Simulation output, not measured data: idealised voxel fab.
process module | voxel quadruple lines
cross-section cut | 290 nm wide | cells 5 nm
A cross-section is a grid of square cells, given in bands from the top down. A band is one or more rows of cells.
Each band's line starts with the height of the band's top and of its bottom, in nm. Then come its materials from left to right, each with its width in nm. One material with "throughout" fills the band from edge to edge. "air" is empty space.
Height 0 is the level under which the wafer as received is all one material. The lowest band goes on downwards, as in "0 down".
A width such as "30 to 40" changes by the same amount from each row of cells to the next, from the band's top row to its bottom row.
"no change" after a step means that no cell of the cross-section changed.
closed voids: empty space of 8 cells or more with no open way to the top, each as width x height at its distance from the left edge, in nm
after a step's settings: what the simulator itself notes on the step
overlay nm, on a step with a mask: how far to the right of its planned place the mask lay; to the left if negative
plan
1 op RECEIVE | material Si
2 op CONFORMAL_DEP | material SiO2 | thk nm 10
3 op DIRECTIONAL_DEP | material W | thk nm 10
4 op DIRECTIONAL_DEP | material polySi | thk nm 15
5 op DIRECTIONAL_DEP | material aC | thk nm 25
6 op PATTERN | tone cover | mask id MANDREL | material resist | width nm 30 | thk nm 30 | overlay nm 0
7 op DIRECTIONAL_ETCH | etch materials aC | depth nm 25
8 op STRIP | etch materials resist
9 op CONFORMAL_DEP | material SiO2 | thk nm 10
10 op DIRECTIONAL_ETCH | etch materials SiO2 | depth nm 10
11 op STRIP | etch materials aC
12 op DIRECTIONAL_ETCH | etch materials polySi | depth nm 15
13 op STRIP | etch materials SiO2
14 op CONFORMAL_DEP | material SiCN | thk nm 10
15 op DIRECTIONAL_ETCH | etch materials SiCN | depth nm 10
16 op STRIP | etch materials polySi
17 op DIRECTIONAL_ETCH | etch materials W | depth nm 10
18 op STRIP | etch materials SiCN
first wafer, as planned
as received, after step 1
  0 down: Si throughout
  closed voids: none
after step 2
  10 to 0: SiO2 throughout
  below 0: unchanged
after step 3
  20 to 10: W throughout
  below 10: unchanged
after step 4
  35 to 20: polySi throughout
  below 20: unchanged
after step 5
  60 to 35: aC throughout
  below 35: unchanged
after step 6
  90 to 60: air 130 | resist 30 | air 130
  below 60: unchanged
after step 7
  65 to 60: air 130 | resist 30 | air 130
  60 to 35: air 130 | aC 30 | air 130
  below 35: unchanged
after step 8
  60 to 35: air 130 | aC 30 | air 130
  below 35: unchanged
after step 9
  70 to 60: air 120 | SiO2 50 | air 120
  60 to 45: air 120 | SiO2 10 | aC 30 | SiO2 10 | air 120
  45 to 35: SiO2 130 | aC 30 | SiO2 130
  below 35: unchanged
after step 10
  60 to 35: air 120 | SiO2 10 | aC 30 | SiO2 10 | air 120
  below 35: unchanged
after step 11
  60 to 35: air 120 | SiO2 10 | air 30 | SiO2 10 | air 120
  below 35: unchanged
after step 12
  60 to 35: air 120 | SiO2 10 | air 30 | SiO2 10 | air 120
  35 to 20: air 120 | polySi 10 | air 30 | polySi 10 | air 120
  below 20: unchanged
after step 13
  35 to 20: air 120 | polySi 10 | air 30 | polySi 10 | air 120
  below 20: unchanged
after step 14
  45 to 35: air 110 | SiCN 30 | air 10 | SiCN 30 | air 110
  35 to 30: air 110 | SiCN 10 | polySi 10 | SiCN 10 | air 10 | SiCN 10 | polySi 10 | SiCN 10 | air 110
  30 to 20: SiCN 120 | polySi 10 | SiCN 30 | polySi 10 | SiCN 120
  below 20: unchanged
after step 15
  35 to 20: air 110 | SiCN 10 | polySi 10 | SiCN 10 | air 10 | SiCN 10 | polySi 10 | SiCN 10 | air 110
  below 20: unchanged
after step 16
  35 to 20: air 110 | SiCN 10 | air 10 | SiCN 10 | air 10 | SiCN 10 | air 10 | SiCN 10 | air 110
  below 20: unchanged
after step 17
  35 to 20: air 110 | SiCN 10 | air 10 | SiCN 10 | air 10 | SiCN 10 | air 10 | SiCN 10 | air 110
  20 to 10: air 110 | W 10 | air 10 | W 10 | air 10 | W 10 | air 10 | W 10 | air 110
  below 10: unchanged
after step 18
  20 to 10: air 110 | W 10 | air 10 | W 10 | air 10 | W 10 | air 10 | W 10 | air 110
  below 10: unchanged
second wafer: like start, like plan, one mistake. Through step 2 it matches the first wafer
when step 3 should have ended
  15 to 10: W throughout
  below 10: unchanged
when step 4 should have ended
  30 to 15: polySi throughout
  below 15: unchanged
when step 5 should have ended
  55 to 30: aC throughout
  below 30: unchanged
when step 6 should have ended
  85 to 55: air 130 | resist 30 | air 130
  below 55: unchanged
when step 7 should have ended
  60 to 55: air 130 | resist 30 | air 130
  55 to 30: air 130 | aC 30 | air 130
  below 30: unchanged
when step 8 should have ended
  55 to 30: air 130 | aC 30 | air 130
  below 30: unchanged
when step 9 should have ended
  65 to 55: air 120 | SiO2 50 | air 120
  55 to 40: air 120 | SiO2 10 | aC 30 | SiO2 10 | air 120
  40 to 30: SiO2 130 | aC 30 | SiO2 130
  below 30: unchanged
when step 10 should have ended
  55 to 30: air 120 | SiO2 10 | aC 30 | SiO2 10 | air 120
  below 30: unchanged
when step 11 should have ended
  55 to 30: air 120 | SiO2 10 | air 30 | SiO2 10 | air 120
  below 30: unchanged
when step 12 should have ended
  55 to 30: air 120 | SiO2 10 | air 30 | SiO2 10 | air 120
  30 to 15: air 120 | polySi 10 | air 30 | polySi 10 | air 120
  below 15: unchanged
when step 13 should have ended
  30 to 15: air 120 | polySi 10 | air 30 | polySi 10 | air 120
  below 15: unchanged
when step 14 should have ended
  40 to 30: air 110 | SiCN 30 | air 10 | SiCN 30 | air 110
  30 to 25: air 110 | SiCN 10 | polySi 10 | SiCN 10 | air 10 | SiCN 10 | polySi 10 | SiCN 10 | air 110
  25 to 15: SiCN 120 | polySi 10 | SiCN 30 | polySi 10 | SiCN 120
  below 15: unchanged
when step 15 should have ended
  30 to 15: air 110 | SiCN 10 | polySi 10 | SiCN 10 | air 10 | SiCN 10 | polySi 10 | SiCN 10 | air 110
  below 15: unchanged
when step 16 should have ended
  30 to 15: air 110 | SiCN 10 | air 10 | SiCN 10 | air 10 | SiCN 10 | air 10 | SiCN 10 | air 110
  below 15: unchanged
when step 17 should have ended
  30 to 15: air 110 | SiCN 10 | air 10 | SiCN 10 | air 10 | SiCN 10 | air 10 | SiCN 10 | air 110
  15 to 10: air 110 | W 10 | air 10 | W 10 | air 10 | W 10 | air 10 | W 10 | air 110
  below 10: unchanged
when step 18 should have ended
  15 to 10: air 110 | W 10 | air 10 | W 10 | air 10 | W 10 | air 10 | W 10 | air 110
  below 10: unchanged
what went wrong: step 3 ran as: op DIRECTIONAL_DEP | material W | thk nm 5
at the end the second wafer has, in cells: 8 fewer of W
